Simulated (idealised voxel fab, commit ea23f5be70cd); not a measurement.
The process module that follows is named voxel gate over fins.
Cross-section cut: width 225 nm, square cells of 5 nm.
In what follows, cross-sections appear as grids of square cells, described through bands that run from the top down, where every band is one or more rows of cells.
It is stipulated that each band's entry specify, in nanometres, the height of the top of the band and then that of its bottom, followed by the materials of the band in left-to-right sequence, each together with its width in nanometres. A single material marked by the word "everywhere" is understood to fill the band from edge to edge; the word "blank" is understood to denote empty space.
The reference from which all heights are counted is 0, the level beneath which the as-received wafer is entirely one material; the lowest band, having no lower bound, proceeds downward and is written after the example "from 0 down".
With a width like "30->40", each row of cells in the band differs from the next by the same amount, the top row carrying the first number and the bottom row the second.
You'll sometimes find "nothing altered" written for a step, and that's the way of saying that nowhere in the cross-section did a cell change during that step.
Empty spaces counting at least 8 cells and having no open way to the top are listed in "Closed-off voids". The notation width x height at distance is used for each, the distance being from the left edge and all three values in nm.
Formally, on a step line, whatever follows the settings is a remark that the simulator itself makes on the step.
When a step includes a mask, the "overlay nm" setting on its line states how far to the right of its planned place that mask lay, and negative values state how far to the left.

The steps planned for the process are as follows
1. RECEIVE: material Si
2. CONFORMAL_DEP: material SiN, thk nm 10
3. PATTERN: tone cover, mask id FINS, material resist, width nm 15, pitch nm 45, thk nm 15, overlay nm 0
4. DIRECTIONAL_ETCH: etch materials SiN, depth nm 10
5. DIRECTIONAL_ETCH: etch materials Si, depth nm 30
6. STRIP: etch materials resist
7. OXIDIZE: depth nm 5
8. FILL_DEP: material SiO2, thk nm 5
9. CMP: height nm 10
10. SELECTIVE_ETCH: etch materials SiO2, depth nm 25
11. STRIP: etch materials SiN
12. CONFORMAL_DEP: material HfO2, thk nm 5
13. CONFORMAL_DEP: material TiN, thk nm 5
14. CONFORMAL_DEP: material TiAl, thk nm 5
15. CONFORMAL_DEP: material TiN, thk nm 5
16. FILL_DEP: material W, thk nm 10
17. CMP: height nm 25
18. CONFORMAL_DEP: material SiCN, thk nm 5

What follows covers the first of two wafers; it ran as planned

Step 1 complete: cross-section of the wafer as received
	from 0 down  Si everywhere
	Closed-off voids: none

Cross-section: wafer state after step 2
	from 10 to 0  SiN everywhere
	below 0: unchanged

Cross-section: wafer state after step 3
	from 25 to 10  blank (80)  resist (15)  blank (30)  resist (15)  blank (85)
	below 10: unchanged

Cross-section: wafer state after step 4
	from 25 to 10  blank (80)  resist (15)  blank (30)  resist (15)  blank (85)
	from 10 to 0  blank (80)  SiN (15)  blank (30)  SiN (15)  blank (85)
	below 0: unchanged

Cross-section: wafer state after step 5
	from 25 to 10  blank (80)  resist (15)  blank (30)  resist (15)  blank (85)
	from 10 to 0  blank (80)  SiN (15)  blank (30)  SiN (15)  blank (85)
	from 0 to -30  blank (80)  Si (15)  blank (30)  Si (15)  blank (85)
	below -30: unchanged

Cross-section: wafer state after step 6
	from 10 to 0  blank (80)  SiN (15)  blank (30)  SiN (15)  blank (85)
	below 0: unchanged

Cross-section: wafer state after step 7
	from 10 to 0  blank (80)  SiN (15)  blank (30)  SiN (15)  blank (85)
	from 0 to -30  blank (80)  SiO2 (5)  Si (5)  SiO2 (5)  blank (30)  SiO2 (5)  Si (5)  SiO2 (5)  blank (85)
	from -30 to -35  SiO2 (85)  Si (5)  SiO2 (40)  Si (5)  SiO2 (90)
	below -35: unchanged

Cross-section: wafer state after step 8
	from 15 to 10  SiO2 everywhere
	from 10 to 0  SiO2 (80)  SiN (15)  SiO2 (30)  SiN (15)  SiO2 (85)
	from 0 to -35  SiO2 (85)  Si (5)  SiO2 (40)  Si (5)  SiO2 (90)
	below -35: unchanged

Cross-section: wafer state after step 9
	from 10 to 0  SiO2 (80)  SiN (15)  SiO2 (30)  SiN (15)  SiO2 (85)
	below 0: unchanged

Cross-section: wafer state after step 10
	from 10 to 0  blank (80)  SiN (15)  blank (30)  SiN (15)  blank (85)
	from 0 to -15  blank (85)  Si (5)  blank (40)  Si (5)  blank (90)
	below -15: unchanged

Cross-section: wafer state after step 11
	from 0 to -15  blank (85)  Si (5)  blank (40)  Si (5)  blank (90)
	below -15: unchanged

Cross-section: wafer state after step 12
	from 5 to 0  blank (80)  HfO2 (15)  blank (30)  HfO2 (15)  blank (85)
	from 0 to -10  blank (80)  HfO2 (5)  Si (5)  HfO2 (5)  blank (30)  HfO2 (5)  Si (5)  HfO2 (5)  blank (85)
	from -10 to -15  HfO2 (85)  Si (5)  HfO2 (40)  Si (5)  HfO2 (90)
	below -15: unchanged

Cross-section: wafer state after step 13
	from 10 to 5  blank (75)  TiN (25)  blank (20)  TiN (25)  blank (80)
	from 5 to 0  blank (75)  TiN (5)  HfO2 (15)  TiN (5)  blank (20)  TiN (5)  HfO2 (15)  TiN (5)  blank (80)
	from 0 to -5  blank (75)  TiN (5)  HfO2 (5)  Si (5)  HfO2 (5)  TiN (5)  blank (20)  TiN (5)  HfO2 (5)  Si (5)  HfO2 (5)  TiN (5)  blank (80)
	from -5 to -10  TiN (80)  HfO2 (5)  Si (5)  HfO2 (5)  TiN (30)  HfO2 (5)  Si (5)  HfO2 (5)  TiN (85)
	below -10: unchanged

Cross-section: wafer state after step 14
	from 15 to 10  blank (70)  TiAl (35)  blank (10)  TiAl (35)  blank (75)
	from 10 to 5  blank (70)  TiAl (5)  TiN (25)  TiAl (5)  blank (10)  TiAl (5)  TiN (25)  TiAl (5)  blank (75)
	from 5 to 0  blank (70)  TiAl (5)  TiN (5)  HfO2 (15)  TiN (5)  TiAl (5)  blank (10)  TiAl (5)  TiN (5)  HfO2 (15)  TiN (5)  TiAl (5)  blank (75)
	from 0 to -5  TiAl (75)  TiN (5)  HfO2 (5)  Si (5)  HfO2 (5)  TiN (5)  TiAl (20)  TiN (5)  HfO2 (5)  Si (5)  HfO2 (5)  TiN (5)  TiAl (80)
	below -5: unchanged

Cross-section: wafer state after step 15
	from 20 to 15  blank (65)  TiN (90)  blank (70)
	from 15 to 10  blank (65)  TiN (5)  TiAl (35)  TiN (10)  TiAl (35)  TiN (5)  blank (70)
	from 10 to 5  blank (65)  TiN (5)  TiAl (5)  TiN (25)  TiAl (5)  TiN (10)  TiAl (5)  TiN (25)  TiAl (5)  TiN (5)  blank (70)
	from 5 to 0  TiN (70)  TiAl (5)  TiN (5)  HfO2 (15)  TiN (5)  TiAl (5)  TiN (10)  TiAl (5)  TiN (5)  HfO2 (15)  TiN (5)  TiAl (5)  TiN (75)
	below 0: unchanged

Cross-section: wafer state after step 16
	from 30 to 20  W everywhere
	from 20 to 15  W (65)  TiN (90)  W (70)
	from 15 to 10  W (65)  TiN (5)  TiAl (35)  TiN (10)  TiAl (35)  TiN (5)  W (70)
	from 10 to 5  W (65)  TiN (5)  TiAl (5)  TiN (25)  TiAl (5)  TiN (10)  TiAl (5)  TiN (25)  TiAl (5)  TiN (5)  W (70)
	below 5: unchanged

Cross-section: wafer state after step 17
	from 25 to 20  W everywhere
	below 20: unchanged

Cross-section: wafer state after step 18
	from 30 to 25  SiCN everywhere
	below 25: unchanged

Notes, second wafer: start = first wafer's, plan = first wafer's, execution had one mistake; history identical to first through step 11

Cross-section, second wafer, at the end time the plan gives for step 12: nothing altered

Cross-section, second wafer, at the end time the plan gives for step 13
	from 5 to 0  blank (80)  TiN (15)  blank (30)  TiN (15)  blank (85)
	from 0 to -10  blank (80)  TiN (5)  Si (5)  TiN (5)  blank (30)  TiN (5)  Si (5)  TiN (5)  blank (85)
	from -10 to -15  TiN (85)  Si (5)  TiN (40)  Si (5)  TiN (90)
	below -15: unchanged

Cross-section, second wafer, at the end time the plan gives for step 14
	from 10 to 5  blank (75)  TiAl (25)  blank (20)  TiAl (25)  blank (80)
	from 5 to 0  blank (75)  TiAl (5)  TiN (15)  TiAl (5)  blank (20)  TiAl (5)  TiN (15)  TiAl (5)  blank (80)
	from 0 to -5  blank (75)  TiAl (5)  TiN (5)  Si (5)  TiN (5)  TiAl (5)  blank (20)  TiAl (5)  TiN (5)  Si (5)  TiN (5)  TiAl (5)  blank (80)
	from -5 to -10  TiAl (80)  TiN (5)  Si (5)  TiN (5)  TiAl (30)  TiN (5)  Si (5)  TiN (5)  TiAl (85)
	below -10: unchanged

Cross-section, second wafer, at the end time the plan gives for step 15
	from 15 to 10  blank (70)  TiN (35)  blank (10)  TiN (35)  blank (75)
	from 10 to 5  blank (70)  TiN (5)  TiAl (25)  TiN (5)  blank (10)  TiN (5)  TiAl (25)  TiN (5)  blank (75)
	from 5 to 0  blank (70)  TiN (5)  TiAl (5)  TiN (15)  TiAl (5)  TiN (5)  blank (10)  TiN (5)  TiAl (5)  TiN (15)  TiAl (5)  TiN (5)  blank (75)
	from 0 to -5  TiN (75)  TiAl (5)  TiN (5)  Si (5)  TiN (5)  TiAl (5)  TiN (20)  TiAl (5)  TiN (5)  Si (5)  TiN (5)  TiAl (5)  TiN (80)
	below -5: unchanged

Cross-section, second wafer, at the end time the plan gives for step 16
	from 25 to 15  W everywhere
	from 15 to 10  W (70)  TiN (35)  W (10)  TiN (35)  W (75)
	from 10 to 5  W (70)  TiN (5)  TiAl (25)  TiN (5)  W (10)  TiN (5)  TiAl (25)  TiN (5)  W (75)
	from 5 to 0  W (70)  TiN (5)  TiAl (5)  TiN (15)  TiAl (5)  TiN (5)  W (10)  TiN (5)  TiAl (5)  TiN (15)  TiAl (5)  TiN (5)  W (75)
	below 0: unchanged

Cross-section, second wafer, at the end time the plan gives for step 17: nothing altered

Cross-section, second wafer, at the end time the plan gives for step 18
	from 30 to 25  SiCN everywhere
	below 25: unchanged
The plan and the run diverged here: plan step 12 was not performed, having been skipped
at the end the second wafer has, in cells: HfO2 -57, W +57
